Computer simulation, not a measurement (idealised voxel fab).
process module | voxel ribs on slabs
cross-section cut | 185 nm wide | cells 5 nm
A cross-section is a grid of square cells, given in bands from the top down. A band is one or more rows of cells.
Each band's line starts with the height of the band's top and of its bottom, in nm. Then come its materials from left to right, each with its width in nm. One material with "throughout" fills the band from edge to edge. "air" is empty space.
Height 0 is the level under which the wafer as received is all one material. The lowest band goes on downwards, as in "0 down".
A width such as "30 to 40" changes by the same amount from each row of cells to the next, from the band's top row to its bottom row.
"no change" after a step means that no cell of the cross-section changed.
closed voids: empty space of 8 cells or more with no open way to the top, each as width x height at its distance from the left edge, in nm
after a step's settings: what the simulator itself notes on the step
overlay nm, on a step with a mask: how far to the right of its planned place the mask lay; to the left if negative
plan
1 op RECEIVE | material Si
2 op DIRECTIONAL_DEP | material SiO2 | thk nm 20
3 op DIRECTIONAL_DEP | material polySi | thk nm 25
4 op MASKED_ETCH | tone cover | mask id RIB | width nm 30 | etch materials polySi | depth nm 20 | overlay nm 0
5 op PATTERN | tone cover | mask id SLAB | material resist | width nm 70 | thk nm 20 | overlay nm 0
6 op DIRECTIONAL_ETCH | etch materials polySi | depth nm 5
7 op STRIP | etch materials resist
8 op FILL_DEP | material SiO2 | thk nm 20
9 op CMP | height nm 60
10 op DIRECTIONAL_DEP | material TiN | thk nm 5
11 op MASKED_ETCH | tone cover | mask id HEATER | width nm 40 | etch materials TiN | depth nm 5 | overlay nm 0
12 op CONFORMAL_DEP | material SiN | thk nm 5
varied across the wafers: width nm of step 5. The plan shows the first wafer's value. All wafers start alike
first wafer as received, after step 1
  0 down: Si throughout
  closed voids: none
first wafer at the end, after step 12
  70 to 65: air 65 | SiN 50 | air 70
  65 to 60: SiN 70 | TiN 40 | SiN 75
  60 to 45: SiO2 throughout
  45 to 25: SiO2 75 | polySi 30 | SiO2 80
  25 to 20: SiO2 55 | polySi 70 | SiO2 60
  20 to 0: SiO2 throughout
  0 down: Si throughout
  closed voids: none
last wafer at the end
  70 to 65: air 65 | SiN 50 | air 70
  65 to 60: SiN 70 | TiN 40 | SiN 75
  60 to 45: SiO2 throughout
  45 to 25: SiO2 75 | polySi 30 | SiO2 80
  25 to 20: SiO2 45 | polySi 95 | SiO2 45
  20 to 0: SiO2 throughout
  0 down: Si throughout
  closed voids: none
each wafer at the end: cells of each material gained (+) or lost (-) since it was received, then its closed voids
width nm 70 | +39 SiN | +406 SiO2 | +8 TiN | +38 polySi | closed voids: none
width nm 75 | +39 SiN | +405 SiO2 | +8 TiN | +39 polySi | closed voids: none
width nm 80 | +39 SiN | +404 SiO2 | +8 TiN | +40 polySi | closed voids: none
width nm 85 | +39 SiN | +403 SiO2 | +8 TiN | +41 polySi | closed voids: none
width nm 90 | +39 SiN | +402 SiO2 | +8 TiN | +42 polySi | closed voids: none
width nm 95 | +39 SiN | +401 SiO2 | +8 TiN | +43 polySi | closed voids: none
